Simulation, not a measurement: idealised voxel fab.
Documented hereafter: the process module known as voxel self aligned contacts.
Displayed cross-section: cut, width of 300 nm, square cells sized 5 nm.
Think of the cross-section as a grid of square cells. We describe it in bands, top to bottom, and each band covers one or more rows of those cells. A band entry consists of two parts. The first gives the height of the band's top and the height of its bottom, in nm. The rest lists the band's materials from left to right, each with its width in nm. A single material labelled with the word "full width" fills the band from edge to edge, and the word "empty" marks empty space. Where do heights start? At 0: under that level the wafer as delivered is made of one material only. And the lowest band has no floor; it just carries on downward, as in "z 0 and below". A width given as "30->40" starts at the first number in the band's top row and ends at the second number in its bottom row, shifting by an equal amount at every step from row to row. Key: "nothing changed" - step with no changed cell in the cross-section. The list in "Fully sealed voids" covers empty spaces of 8 cells or more that cannot reach the top through any open way, and it gives each as width x height at distance; the distance is from the left edge, and width, height and distance are in nm. The remark found on a step's line after its settings is issued by the simulator itself and pertains to that step. "overlay nm" answers the question of how far to the right of plan the mask lay on a step that has a mask, and when it is negative the answer is to the left.
# Process steps foreseen in the plan
1: RECEIVE, material Si
2: OXIDIZE, depth nm 5
3: DIRECTIONAL_DEP, material polySi, thk nm 20
4: DIRECTIONAL_DEP, material SiN, thk nm 15
5: PATTERN, tone cover, mask id GATE, material resist, width nm 35, pitch nm 60, thk nm 20, overlay nm 0
6: DIRECTIONAL_ETCH, etch materials SiN, depth nm 15
7: DIRECTIONAL_ETCH, etch materials polySi, depth nm 20
8: STRIP, etch materials resist
9: CONFORMAL_DEP, material SiN, thk nm 5
10: DIRECTIONAL_ETCH, etch materials SiN, depth nm 5
11: FILL_DEP, material SiO2, thk nm 15
12: CMP, height nm 45
13: PATTERN, tone open, mask id CONTACT, material resist, width nm 35, thk nm 15, overlay nm 0
14: DIRECTIONAL_ETCH, etch materials SiO2, depth nm 50
15: STRIP, etch materials resist
16: CONFORMAL_DEP, material TiN, thk nm 5
17: FILL_DEP, material Ru, thk nm 10
18: CMP, height nm 45
19: CONFORMAL_DEP, material SiN, thk nm 5
# Incoming wafer in cross-section (state: after step 1)
z 0 and below = Si full width
Fully sealed voids: none
# Cross-section, end of module. Start: as above. Plan: as above. Execution: one mistake
z 65 to 60 = SiN full width
z 60 to 50 = Ru full width
z 50 to 45 = TiN 135 | Ru 25 | TiN 140
z 45 to 35 = SiO2 130 | TiN 5->15 | Ru 25->5 | TiN 5->15 | SiO2 135
z 35 to 20 = SiO2 95 | SiN 45 | TiN 5 | Ru 5 | TiN 5 | SiN 45 | SiO2 100
z 20 to 0 = SiO2 95 | SiN 5 | polySi 35 | SiN 5 | TiN 5 | Ru 5 | TiN 5 | SiN 5 | polySi 35 | SiN 5 | SiO2 100
z 0 to -5 = SiO2 140 | TiN 15 | SiO2 145
z -5 and below = Si full width
Fully sealed voids: none
Run error: with respect to the plan, step 18 was omitted and not executed
